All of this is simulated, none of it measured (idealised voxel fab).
Name of the process module below: voxel self aligned vias
The width of the displayed cross-section, cut, is 295 nm; its cells are square, with a size of 5 nm.
Cross-section format: a grid of square cells, given as bands from top to bottom; each band is one or more rows of cells.
In this notation a band is specified by the heights of its top and bottom, in that order and in nm, after which its materials appear from left to right, each paired with its width in nm. The word "all across" attached to a single material means that material fills the band from edge to edge; the word "empty" stands for empty space.
A quick word on heights: they are counted from 0, and under that level the wafer as it came to us is one material throughout. The lowest band is different from the rest in having no bottom; it simply continues downward, written as in "0 and below".
Width "30 to 40": first value at the band's top row of cells, second value at its bottom row, equal change from row to row.
"remained unchanged" after a step means that no cell of the cross-section changed.
"Internal closed voids" - sealed voids, min. 8 cells, no opening to top; format: width x height at distance (distance from left edge; nm throughout).
Read whatever lies past the settings on a step's line as the simulator's own remark about the step.
overlay nm: how far to the right of its planned place the mask lay on this masked step (negative: to the left).
# So here's the lineup of process steps we planned
step 1: RECEIVE (material Si)
step 2: CONFORMAL_DEP (material SiO2; thk nm 10)
step 3: CONFORMAL_DEP (material SiCN; thk nm 5)
step 4: DIRECTIONAL_DEP (material SiO2; thk nm 25)
step 5: DIRECTIONAL_DEP (material aC; thk nm 15)
step 6: PATTERN (tone open; mask id LINES; material resist; width nm 15; pitch nm 55; thk nm 30; overlay nm 0)
step 7: DIRECTIONAL_ETCH (etch materials aC; depth nm 15)
step 8: STRIP (etch materials resist)
step 9: DIRECTIONAL_ETCH (etch materials SiO2; depth nm 25)
step 10: STRIP (etch materials aC)
step 11: CONFORMAL_DEP (material TiN; thk nm 5)
step 12: FILL_DEP (material W; thk nm 10)
step 13: CMP (height nm 40)
step 14: SELECTIVE_ETCH (etch materials W Ru TiN; depth nm 5)
step 15: FILL_DEP (material SiN; thk nm 5)
step 16: CMP (height nm 40)
step 17: DIRECTIONAL_DEP (material SiO2; thk nm 20)
step 18: MASKED_ETCH (tone open; mask id VIAS; width nm 30; pitch nm 55; etch materials SiO2; depth nm 20; overlay nm 0)
step 19: MASKED_ETCH (tone open; mask id VIAS; width nm 30; pitch nm 55; etch materials SiN; depth nm 5; overlay nm 0)
step 20: CONFORMAL_DEP (material TiN; thk nm 5)
step 21: FILL_DEP (material Ru; thk nm 10)
step 22: CMP (height nm 60)
step 23: CONFORMAL_DEP (material SiN; thk nm 5)
Quick note for whoever runs this: the wafers start identical, but the width nm at step 6 isn't the same across them. The plan just shows what the first wafer had.
# first wafer as received, after step 1
  0 and below | Si all across
  Internal closed voids: none
# The table below has one row for each wafer; a row shows, as of the end of the module, how many cells of each material the wafer has gained, marked (+), or lost, marked (-), since it was received, and then the wafer's closed voids
width nm 15; +39 Ru; +59 SiCN; +59 SiN; +532 SiO2; +69 TiN; +9 W; Internal closed voids: none
width nm 20; +42 Ru; +59 SiCN; +59 SiN; +517 SiO2; +72 TiN; +18 W; Internal closed voids: none
width nm 25; +45 Ru; +59 SiCN; +59 SiN; +502 SiO2; +75 TiN; +27 W; Internal closed voids: none
width nm 30; +48 Ru; +59 SiCN; +59 SiN; +487 SiO2; +78 TiN; +36 W; Internal closed voids: none
width nm 35; +48 Ru; +59 SiCN; +62 SiN; +472 SiO2; +81 TiN; +45 W; Internal closed voids: none
